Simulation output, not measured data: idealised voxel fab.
process module | voxel gate over fins
cross-section cut | 255 nm wide | cells 5 nm
A cross-section is a grid of square cells, given in bands from the top down. A band is one or more rows of cells.
Each band's line starts with the height of the band's top and of its bottom, in nm. Then come its materials from left to right, each with its width in nm. One material with "throughout" fills the band from edge to edge. "air" is empty space.
Height 0 is the level under which the wafer as received is all one material. The lowest band goes on downwards, as in "0 down".
A width such as "30 to 40" changes by the same amount from each row of cells to the next, from the band's top row to its bottom row.
"no change" after a step means that no cell of the cross-section changed.
closed voids: empty space of 8 cells or more with no open way to the top, each as width x height at its distance from the left edge, in nm
after a step's settings: what the simulator itself notes on the step
overlay nm, on a step with a mask: how far to the right of its planned place the mask lay; to the left if negative
plan
1 op RECEIVE | material Si
2 op CONFORMAL_DEP | material SiN | thk nm 10
3 op MASKED_ETCH | tone cover | mask id FINS | width nm 15 | pitch nm 45 | etch materials SiN | depth nm 10 | overlay nm 0
4 op MASKED_ETCH | tone cover | mask id FINS | width nm 15 | pitch nm 45 | etch materials Si | depth nm 30 | overlay nm 0
5 op OXIDIZE | depth nm 5
6 op FILL_DEP | material SiO2 | thk nm 10
7 op CMP | height nm 10
8 op SELECTIVE_ETCH | etch materials SiO2 | depth nm 25
9 op STRIP | etch materials SiN
10 op CONFORMAL_DEP | material HfO2 | thk nm 5
11 op CONFORMAL_DEP | material TiN | thk nm 5
12 op FILL_DEP | material W | thk nm 15
13 op CMP | height nm 20
14 op CONFORMAL_DEP | material SiN | thk nm 10
as received, after step 1
  0 down: Si throughout
  closed voids: none
a wafer at the end: this start, this plan, one mistake
  30 to 20: SiN throughout
  20 to 10: W throughout
  10 to 5: W 90 | TiN 25 | W 20 | TiN 25 | W 95
  5 to 0: W 90 | TiN 5 | HfO2 15 | TiN 5 | W 20 | TiN 5 | HfO2 15 | TiN 5 | W 95
  0 to -5: W 90 | TiN 5 | HfO2 5 | Si 5 | HfO2 5 | TiN 5 | W 20 | TiN 5 | HfO2 5 | Si 5 | HfO2 5 | TiN 5 | W 95
  -5 to -10: TiN 80 | W 10 | TiN 5 | HfO2 5 | Si 5 | HfO2 5 | TiN 5 | W 20 | TiN 5 | HfO2 5 | Si 5 | HfO2 5 | TiN 5 | W 10 | TiN 85
  -10 to -15: HfO2 75 | TiN 5 | W 10 | TiN 5 | HfO2 5 | Si 5 | HfO2 5 | TiN 5 | W 20 | TiN 5 | HfO2 5 | Si 5 | HfO2 5 | TiN 5 | W 10 | TiN 5 | HfO2 80
  -15 to -20: SiO2 70 | HfO2 5 | TiN 20 | HfO2 5 | Si 5 | HfO2 5 | TiN 30 | HfO2 5 | Si 5 | HfO2 5 | TiN 20 | HfO2 5 | SiO2 75
  -20 to -25: SiO2 70 | HfO2 30 | Si 5 | HfO2 40 | Si 5 | HfO2 30 | SiO2 75
  -25 to -35: SiO2 100 | Si 5 | SiO2 40 | Si 5 | SiO2 105
  -35 down: Si throughout
  closed voids: none
what went wrong: steps 8 and 9 were swapped
